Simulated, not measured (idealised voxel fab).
Process module, titled voxel gate over fins
Shown is cross-section cut, with a width of 235 nm and square cells of size 5 nm.
Square cells in a grid make up a cross-section in this document, and the grid is given as bands, listed from the top down, each one or more rows of cells.
What a band's entry tells you: where the top is and where the bottom is, as heights in nm, and after that what lies inside, material by material from left to right, each with its width in nm. Empty space is written as the word "empty", and a single material marked with the word "full width" occupies the band from edge to edge.
Height 0 is the level under which the wafer as received is all one material. The lowest band goes on downwards, as in "0 nm and below".
With a width like "30->40", each row of cells in the band differs from the next by the same amount, the top row carrying the first number and the bottom row the second.
Where a step carries "remained the same", the cross-section came out of it unchanged, cell for cell.
This entry, "Sealed voids", enumerates those empty regions of no fewer than 8 cells that possess no open connection to the top. Each region is reported in the form width x height at distance, the distance being taken from the left edge, with all three quantities expressed in nm.
Whatever follows a step's settings on its line is a remark the simulator itself makes about that step.
"overlay nm" denotes, for a step that has a mask, the displacement of the mask to the right of its planned place, with negative values corresponding to the left.
-- Below is the list of planned process steps
1: RECEIVE (material Si)
2: CONFORMAL_DEP (material SiN; thk nm 10)
3: PATTERN (tone cover; mask id FINS; material resist; width nm 15; pitch nm 45; thk nm 20; overlay nm 0)
4: DIRECTIONAL_ETCH (etch materials SiN; depth nm 10)
5: DIRECTIONAL_ETCH (etch materials Si; depth nm 40)
6: STRIP (etch materials resist)
7: FILL_DEP (material SiO2; thk nm 5)
8: CMP (height nm 10)
9: SELECTIVE_ETCH (etch materials SiO2; depth nm 25)
10: STRIP (etch materials SiN)
11: CONFORMAL_DEP (material HfO2; thk nm 5)
12: CONFORMAL_DEP (material TiN; thk nm 5)
13: CONFORMAL_DEP (material TiAl; thk nm 5)
14: CONFORMAL_DEP (material TiN; thk nm 5)
15: FILL_DEP (material W; thk nm 15)
16: CMP (height nm 30)
17: CONFORMAL_DEP (material SiN; thk nm 5)
-- So, the first of our two wafers, run just as we planned it
-- As-received state of the wafer in cross-section, equivalent to post-step 1
> 0 nm and below: Si full width
> Sealed voids: none
-- Wafer section view after processing step 2
> 10 nm to 0 nm: SiN full width
> Heights below 0 show no change.
-- Wafer section view after processing step 3
> 30 nm to 10 nm: empty (85), resist (15), empty (30), resist (15), empty (90)
> Heights below 10 show no change.
-- Wafer section view after processing step 4
> 30 nm to 10 nm: empty (85), resist (15), empty (30), resist (15), empty (90)
> 10 nm to 0 nm: empty (85), SiN (15), empty (30), SiN (15), empty (90)
> Heights below 0 show no change.
-- Wafer section view after processing step 5
> 30 nm to 10 nm: empty (85), resist (15), empty (30), resist (15), empty (90)
> 10 nm to 0 nm: empty (85), SiN (15), empty (30), SiN (15), empty (90)
> 0 nm to -40 nm: empty (85), Si (15), empty (30), Si (15), empty (90)
> Heights below -40 show no change.
-- Wafer section view after processing step 6
> 10 nm to 0 nm: empty (85), SiN (15), empty (30), SiN (15), empty (90)
> Heights below 0 show no change.
-- Wafer section view after processing step 7
> 15 nm to 10 nm: SiO2 full width
> 10 nm to 0 nm: SiO2 (85), SiN (15), SiO2 (30), SiN (15), SiO2 (90)
> 0 nm to -40 nm: SiO2 (85), Si (15), SiO2 (30), Si (15), SiO2 (90)
> Heights below -40 show no change.
-- Wafer section view after processing step 8
> 10 nm to 0 nm: SiO2 (85), SiN (15), SiO2 (30), SiN (15), SiO2 (90)
> Heights below 0 show no change.
-- Wafer section view after processing step 9
> 10 nm to 0 nm: empty (85), SiN (15), empty (30), SiN (15), empty (90)
> 0 nm to -15 nm: empty (85), Si (15), empty (30), Si (15), empty (90)
> Heights below -15 show no change.
-- Wafer section view after processing step 10
> 0 nm to -15 nm: empty (85), Si (15), empty (30), Si (15), empty (90)
> Heights below -15 show no change.
-- Wafer section view after processing step 11
> 5 nm to 0 nm: empty (80), HfO2 (25), empty (20), HfO2 (25), empty (85)
> 0 nm to -10 nm: empty (80), HfO2 (5), Si (15), HfO2 (5), empty (20), HfO2 (5), Si (15), HfO2 (5), empty (85)
> -10 nm to -15 nm: HfO2 (85), Si (15), HfO2 (30), Si (15), HfO2 (90)
> Heights below -15 show no change.
-- Wafer section view after processing step 12
> 10 nm to 5 nm: empty (75), TiN (35), empty (10), TiN (35), empty (80)
> 5 nm to 0 nm: empty (75), TiN (5), HfO2 (25), TiN (5), empty (10), TiN (5), HfO2 (25), TiN (5), empty (80)
> 0 nm to -5 nm: empty (75), TiN (5), HfO2 (5), Si (15), HfO2 (5), TiN (5), empty (10), TiN (5), HfO2 (5), Si (15), HfO2 (5), TiN (5), empty (80)
> -5 nm to -10 nm: TiN (80), HfO2 (5), Si (15), HfO2 (5), TiN (20), HfO2 (5), Si (15), HfO2 (5), TiN (85)
> Heights below -10 show no change.
-- Wafer section view after processing step 13
> 15 nm to 10 nm: empty (70), TiAl (90), empty (75)
> 10 nm to 5 nm: empty (70), TiAl (5), TiN (35), TiAl (10), TiN (35), TiAl (5), empty (75)
> 5 nm to 0 nm: empty (70), TiAl (5), TiN (5), HfO2 (25), TiN (5), TiAl (10), TiN (5), HfO2 (25), TiN (5), TiAl (5), empty (75)
> 0 nm to -5 nm: TiAl (75), TiN (5), HfO2 (5), Si (15), HfO2 (5), TiN (5), TiAl (10), TiN (5), HfO2 (5), Si (15), HfO2 (5), TiN (5), TiAl (80)
> Heights below -5 show no change.
-- Wafer section view after processing step 14
> 20 nm to 15 nm: empty (65), TiN (100), empty (70)
> 15 nm to 10 nm: empty (65), TiN (5), TiAl (90), TiN (5), empty (70)
> 10 nm to 5 nm: empty (65), TiN (5), TiAl (5), TiN (35), TiAl (10), TiN (35), TiAl (5), TiN (5), empty (70)
> 5 nm to 0 nm: TiN (70), TiAl (5), TiN (5), HfO2 (25), TiN (5), TiAl (10), TiN (5), HfO2 (25), TiN (5), TiAl (5), TiN (75)
> Heights below 0 show no change.
-- Wafer section view after processing step 15
> 35 nm to 20 nm: W full width
> 20 nm to 15 nm: W (65), TiN (100), W (70)
> 15 nm to 10 nm: W (65), TiN (5), TiAl (90), TiN (5), W (70)
> 10 nm to 5 nm: W (65), TiN (5), TiAl (5), TiN (35), TiAl (10), TiN (35), TiAl (5), TiN (5), W (70)
> Heights below 5 show no change.
-- Wafer section view after processing step 16
> 30 nm to 20 nm: W full width
> Heights below 20 show no change.
-- Wafer section view after processing step 17
> 35 nm to 30 nm: SiN full width
> Heights below 30 show no change.
-- Wafer two. Same start, same plan, one slip in execution. Same as wafer one through step 10, inclusive
-- Cross-section of the second wafer when, according to plan, step 11 should have finished
> 5 nm to 0 nm: empty (80), TiN (25), empty (20), TiN (25), empty (85)
> 0 nm to -10 nm: empty (80), TiN (5), Si (15), TiN (5), empty (20), TiN (5), Si (15), TiN (5), empty (85)
> -10 nm to -15 nm: TiN (85), Si (15), TiN (30), Si (15), TiN (90)
> Heights below -15 show no change.
-- Cross-section of the second wafer when, according to plan, step 12 should have finished
> 10 nm to 5 nm: empty (75), HfO2 (35), empty (10), HfO2 (35), empty (80)
> 5 nm to 0 nm: empty (75), HfO2 (5), TiN (25), HfO2 (5), empty (10), HfO2 (5), TiN (25), HfO2 (5), empty (80)
> 0 nm to -5 nm: empty (75), HfO2 (5), TiN (5), Si (15), TiN (5), HfO2 (5), empty (10), HfO2 (5), TiN (5), Si (15), TiN (5), HfO2 (5), empty (80)
> -5 nm to -10 nm: HfO2 (80), TiN (5), Si (15), TiN (5), HfO2 (20), TiN (5), Si (15), TiN (5), HfO2 (85)
> Heights below -10 show no change.
-- Cross-section of the second wafer when, according to plan, step 13 should have finished
> 15 nm to 10 nm: empty (70), TiAl (90), empty (75)
> 10 nm to 5 nm: empty (70), TiAl (5), HfO2 (35), TiAl (10), HfO2 (35), TiAl (5), empty (75)
> 5 nm to 0 nm: empty (70), TiAl (5), HfO2 (5), TiN (25), HfO2 (5), TiAl (10), HfO2 (5), TiN (25), HfO2 (5), TiAl (5), empty (75)
> 0 nm to -5 nm: TiAl (75), HfO2 (5), TiN (5), Si (15), TiN (5), HfO2 (5), TiAl (10), HfO2 (5), TiN (5), Si (15), TiN (5), HfO2 (5), TiAl (80)
> Heights below -5 show no change.
-- Cross-section of the second wafer when, according to plan, step 14 should have finished
> 20 nm to 15 nm: empty (65), TiN (100), empty (70)
> 15 nm to 10 nm: empty (65), TiN (5), TiAl (90), TiN (5), empty (70)
> 10 nm to 5 nm: empty (65), TiN (5), TiAl (5), HfO2 (35), TiAl (10), HfO2 (35), TiAl (5), TiN (5), empty (70)
> 5 nm to 0 nm: TiN (70), TiAl (5), HfO2 (5), TiN (25), HfO2 (5), TiAl (10), HfO2 (5), TiN (25), HfO2 (5), TiAl (5), TiN (75)
> Heights below 0 show no change.
-- Cross-section of the second wafer when, according to plan, step 15 should have finished
> 35 nm to 20 nm: W full width
> 20 nm to 15 nm: W (65), TiN (100), W (70)
> 15 nm to 10 nm: W (65), TiN (5), TiAl (90), TiN (5), W (70)
> 10 nm to 5 nm: W (65), TiN (5), TiAl (5), HfO2 (35), TiAl (10), HfO2 (35), TiAl (5), TiN (5), W (70)
> Heights below 5 show no change.
-- Cross-section of the second wafer when, according to plan, step 16 should have finished
> 30 nm to 20 nm: W full width
> Heights below 20 show no change.
-- Cross-section of the second wafer when, according to plan, step 17 should have finished
> 35 nm to 30 nm: SiN full width
> Heights below 30 show no change.
Against the plan, the run slipped here: steps 11 and 12: order swapped relative to plan
At the close, every material occupies the same number of cells on the second wafer as on the first, only in different positions.
